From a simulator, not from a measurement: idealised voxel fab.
The following process module bears the name voxel spacer lines.
Displayed cross-section: cut, width of 210 nm, square cells sized 5 nm.
Cross-section layout: square cells on a grid; listed as bands, top to bottom; a band spans one or more cell rows.
This entry defines a band. It first specifies the height of the band's top and the height of its bottom in nm, and then specifies the band's materials from left to right, stating each material with its width in nm. The word "throughout" identifies a single material that fills the band from edge to edge, while the word "empty" identifies empty space.
Counting heights begins at 0, where everything beneath is, in the wafer as received, one material. The lowest band has no bottom; it goes on downwards, as "from 0 down" shows.
The width entry "30 to 40" should be interpreted row by row: the top row of cells in the band takes the first number, the bottom row takes the second number, and the change between adjacent rows is uniform throughout.
The designation "remained unchanged", where it is given for a processing step, indicates that no cell of the cross-section was altered in the course of that step.
Closed-off voids of 8+ cells (no open route to the top) go in "Enclosed voids", written width x height at distance from the left edge, in nm.
That trailing text on a step's line, after the settings, is the simulator's own remark on the step.
The line of a step may include "overlay nm". On a step with a mask, this value is how far to the right of its planned place the mask lay. A negative value means the mask lay to the left.

Intended process steps
- 1: RECEIVE,material Si
- 2: CONFORMAL_DEP,material Al2O3,thk nm 10
- 3: DIRECTIONAL_DEP,material TiN,thk nm 10
- 4: DIRECTIONAL_DEP,material polySi,thk nm 30
- 5: PATTERN,tone cover,mask id MANDREL,material resist,width nm 15,pitch nm 50,thk nm 40,overlay nm 0
- 6: DIRECTIONAL_ETCH,etch materials polySi,depth nm 30
- 7: STRIP,etch materials resist
- 8: CONFORMAL_DEP,material SiO2,thk nm 10
- 9: DIRECTIONAL_ETCH,etch materials SiO2,depth nm 10
- 10: STRIP,etch materials polySi
- 11: DIRECTIONAL_ETCH,etch materials TiN,depth nm 10
- 12: STRIP,etch materials SiO2

As received (post step 1): cross-section
- from 0 down: Si throughout
- Enclosed voids: none

Look at the cross-section after the module: the wafer started out the way shown above and the plan was the one shown above, yet one mistake was made along the way
- from 20 to 10: 30 empty  10 TiN  25 empty  10 TiN  5 empty  10 TiN  25 empty  10 TiN  5 empty  10 TiN  25 empty  10 TiN  35 empty
- from 10 to 0: Al2O3 throughout
- from 0 down: Si throughout
- Enclosed voids: none
Which mistake was made when the wafer was run? note that step 5 departed from the planned setting and was carried out as PATTERN,tone cover,mask id MANDREL,material resist,width nm 25,pitch nm 50,thk nm 40,overlay nm 0
